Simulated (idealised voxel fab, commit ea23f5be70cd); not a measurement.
Title: Process Module voxel capacitor over wiring
The width of the displayed cross-section, cut, is 250 nm; its cells are square, with a size of 5 nm.
A cross-section is a grid of square cells, given in bands from the top down. A band is one or more rows of cells. The entry gives the band's vertical extent as a top height and a bottom height in nm, then its horizontal make-up as materials from left to right, each with a width in nm. "empty" stands for empty space; a single material marked "everywhere" fills the band edge to edge. The level at which height equals 0 is the one under which the wafer, as it arrives, is entirely one material. No lower edge exists for the bottom band, which continues downward and is notated as in "0 -> down". Width spec "30..40" -> top row of cells at first value, bottom row at second value, equal per-row change in between. Take "nothing got changed" at face value: in the step it is given for, the cross-section changed in none of its cells. Under "Encapsulated voids" you'll find the enclosed gaps, the ones with no way out to the top, that are 8 cells or bigger; each reads width x height at distance, with distance counted from the left edge, everything in nm. after a step's settings: what the simulator itself notes on the step. For masked steps, "overlay nm" on the step line gives how far right of plan the mask actually lay; a minus sign means it lay to the left.
The following list gives the planned process steps:
step 1: RECEIVE with material Si
step 2: CONFORMAL_DEP with material SiO2, thk nm 10
step 3: DIRECTIONAL_DEP with material TiN, thk nm 5
step 4: DIRECTIONAL_DEP with material Ru, thk nm 25
step 5: PATTERN with tone cover, mask id METAL_1, material resist, width nm 30, pitch nm 80, thk nm 20, overlay nm 0
step 6: DIRECTIONAL_ETCH with etch materials Ru, depth nm 25
step 7: DIRECTIONAL_ETCH with etch materials TiN, depth nm 5
step 8: STRIP with etch materials resist
step 9: CONFORMAL_DEP with material SiN, thk nm 5
step 10: FILL_DEP with material SiO2, thk nm 10
step 11: CMP with height nm 40
step 12: CONFORMAL_DEP with material SiCN, thk nm 5
step 13: DIRECTIONAL_DEP with material SiO2, thk nm 15
step 14: PATTERN with tone open, mask id PLUG_1, material resist, width nm 15, thk nm 20, overlay nm -15
step 15: DIRECTIONAL_ETCH with etch materials SiO2, depth nm 15
step 16: DIRECTIONAL_ETCH with etch materials SiCN, depth nm 5
step 17: STRIP with etch materials resist
step 18: CONFORMAL_DEP with material TiN, thk nm 5
step 19: FILL_DEP with material Cu, thk nm 5
step 20: CMP with height nm 60
step 21: DIRECTIONAL_DEP with material TiN, thk nm 5
step 22: DIRECTIONAL_DEP with material SiN, thk nm 5
step 23: DIRECTIONAL_DEP with material TiN, thk nm 10
step 24: PATTERN with tone cover, mask id UPPER_PLATE, material resist, width nm 55, thk nm 20, overlay nm 0
step 25: DIRECTIONAL_ETCH with etch materials TiN, depth nm 10
step 26: DIRECTIONAL_ETCH with etch materials SiN, depth nm 5
step 27: STRIP with etch materials resist
step 28: PATTERN with tone cover, mask id LOWER_PLATE, material resist, width nm 65, thk nm 15, overlay nm 0
step 29: DIRECTIONAL_ETCH with etch materials TiN, depth nm 5
step 30: STRIP with etch materials resist
step 31: FILL_DEP with material SiO2, thk nm 20
step 32: CMP with height nm 95
step 33: DIRECTIONAL_DEP with material aC, thk nm 15
step 34: PATTERN with tone open, mask id PLUG_2, material resist, width nm 15, thk nm 35, overlay nm 0
step 35: DIRECTIONAL_ETCH with etch materials aC, depth nm 15
step 36: STRIP with etch materials resist
step 37: DIRECTIONAL_ETCH with etch materials SiO2, depth nm 15
step 38: STRIP with etch materials aC
step 39: CONFORMAL_DEP with material TiN, thk nm 5
step 40: FILL_DEP with material W, thk nm 10
step 41: CMP with height nm 95
step 42: CONFORMAL_DEP with material SiN, thk nm 5
Among the wafers covered here, the point of difference is the overlay nm at step 14; their starting state is shared, and the plan presents the value of the first wafer.
The as-received cross-section of the first of several wafers corresponds to the state after step 1:
> 0 -> down | Si everywhere
> Encapsulated voids: none
Quick look at the cross-section of the first of several wafers after step 42, which wraps up the module:
> 100 -> 95 | SiN everywhere
> 95 -> 85 | SiO2 95 nm / TiN 5 nm / W 5 nm / TiN 5 nm / SiO2 140 nm
> 85 -> 80 | SiO2 95 nm / TiN 15 nm / SiO2 140 nm
> 80 -> 70 | SiO2 85 nm / TiN 55 nm / SiO2 110 nm
> 70 -> 65 | SiO2 85 nm / SiN 55 nm / SiO2 110 nm
> 65 -> 60 | SiO2 80 nm / TiN 65 nm / SiO2 105 nm
> 60 -> 45 | SiO2 70 nm / TiN 5 nm / Cu 5 nm / TiN 5 nm / SiO2 165 nm
> 45 -> 40 | SiCN 70 nm / TiN 15 nm / SiCN 165 nm
> 40 -> 15 | SiO2 65 nm / SiN 5 nm / Ru 30 nm / SiN 5 nm / SiO2 40 nm / SiN 5 nm / Ru 30 nm / SiN 5 nm / SiO2 65 nm
> 15 -> 10 | SiN 70 nm / TiN 30 nm / SiN 50 nm / TiN 30 nm / SiN 70 nm
> 10 -> 0 | SiO2 everywhere
> 0 -> down | Si everywhere
> Encapsulated voids: none
End of module, last wafer sectioned:
> 100 -> 95 | SiN everywhere
> 95 -> 85 | SiO2 95 nm / TiN 5 nm / W 5 nm / TiN 5 nm / SiO2 140 nm
> 85 -> 80 | SiO2 95 nm / TiN 15 nm / SiO2 140 nm
> 80 -> 70 | SiO2 85 nm / TiN 55 nm / SiO2 110 nm
> 70 -> 65 | SiO2 85 nm / SiN 55 nm / SiO2 110 nm
> 65 -> 60 | SiO2 80 nm / TiN 65 nm / SiO2 105 nm
> 60 -> 45 | SiO2 100 nm / TiN 5 nm / Cu 5 nm / TiN 5 nm / SiO2 135 nm
> 45 -> 40 | SiCN 100 nm / TiN 15 nm / SiCN 135 nm
> 40 -> 15 | SiO2 65 nm / SiN 5 nm / Ru 30 nm / SiN 5 nm / SiO2 40 nm / SiN 5 nm / Ru 30 nm / SiN 5 nm / SiO2 65 nm
> 15 -> 10 | SiN 70 nm / TiN 30 nm / SiN 50 nm / TiN 30 nm / SiN 70 nm
> 10 -> 0 | SiO2 everywhere
> 0 -> down | Si everywhere
> Encapsulated voids: none
For your reference, the table is organized with a row per wafer; each row reflects the wafer at the end of the module, indicating for each material the cells gained (+) or lost (-) since receipt, and thereafter its closed voids:
overlay nm -15; +3 Cu; +60 Ru; +47 SiCN; +119 SiN; +706 SiO2; +63 TiN; +2 W; Encapsulated voids: none
overlay nm -10; +3 Cu; +60 Ru; +47 SiCN; +119 SiN; +706 SiO2; +63 TiN; +2 W; Encapsulated voids: none
overlay nm -5; +3 Cu; +60 Ru; +47 SiCN; +119 SiN; +706 SiO2; +63 TiN; +2 W; Encapsulated voids: none
overlay nm 0; +3 Cu; +60 Ru; +47 SiCN; +119 SiN; +706 SiO2; +63 TiN; +2 W; Encapsulated voids: none
overlay nm 5; +3 Cu; +60 Ru; +47 SiCN; +119 SiN; +706 SiO2; +63 TiN; +2 W; Encapsulated voids: none
overlay nm 10; +3 Cu; +60 Ru; +47 SiCN; +119 SiN; +706 SiO2; +63 TiN; +2 W; Encapsulated voids: none
overlay nm 15; +3 Cu; +60 Ru; +47 SiCN; +119 SiN; +706 SiO2; +63 TiN; +2 W; Encapsulated voids: none
